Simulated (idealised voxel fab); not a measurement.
process module | voxel trench capacitor
cross-section cut | 275 nm wide | cells 5 nm
A cross-section is a grid of square cells, given in bands from the top down. A band is one or more rows of cells.
Each band's line starts with the height of the band's top and of its bottom, in nm. Then come its materials from left to right, each with its width in nm. One material with "throughout" fills the band from edge to edge. "air" is empty space.
Height 0 is the level under which the wafer as received is all one material. The lowest band goes on downwards, as in "0 down".
A width such as "30 to 40" changes by the same amount from each row of cells to the next, from the band's top row to its bottom row.
"no change" after a step means that no cell of the cross-section changed.
closed voids: empty space of 8 cells or more with no open way to the top, each as width x height at its distance from the left edge, in nm
after a step's settings: what the simulator itself notes on the step
overlay nm, on a step with a mask: how far to the right of its planned place the mask lay; to the left if negative
plan
1 op RECEIVE | material Si
2 op CONFORMAL_DEP | material SiN | thk nm 5
3 op PATTERN | tone open | mask id TRENCH | material resist | width nm 30 | pitch nm 50 | thk nm 15 | overlay nm 0
4 op DIRECTIONAL_ETCH | etch materials SiN | depth nm 5
5 op DIRECTIONAL_ETCH | etch materials Si | depth nm 25
6 op STRIP | etch materials resist
7 op CONFORMAL_DEP | material HfO2 | thk nm 5
8 op CONFORMAL_DEP | material TiN | thk nm 5
9 op FILL_DEP | material W | thk nm 10
10 op CMP | height nm 5
as received, after step 1
  0 down: Si throughout
  closed voids: none
a wafer at the end: this start, this plan, one mistake
  5 to 0: SiN 100 | HfO2 5 | TiN 10 | HfO2 5 | SiN 30 | HfO2 5 | TiN 10 | HfO2 5 | SiN 105
  0 to -20: Si 100 | HfO2 5 | TiN 10 | HfO2 5 | Si 30 | HfO2 5 | TiN 10 | HfO2 5 | Si 105
  -20 to -25: Si 100 | HfO2 20 | Si 30 | HfO2 20 | Si 105
  -25 down: Si throughout
  closed voids: none
what went wrong: step 3 ran as: op PATTERN | tone open | mask id TRENCH | material resist | width nm 20 | pitch nm 50 | thk nm 15 | overlay nm 0
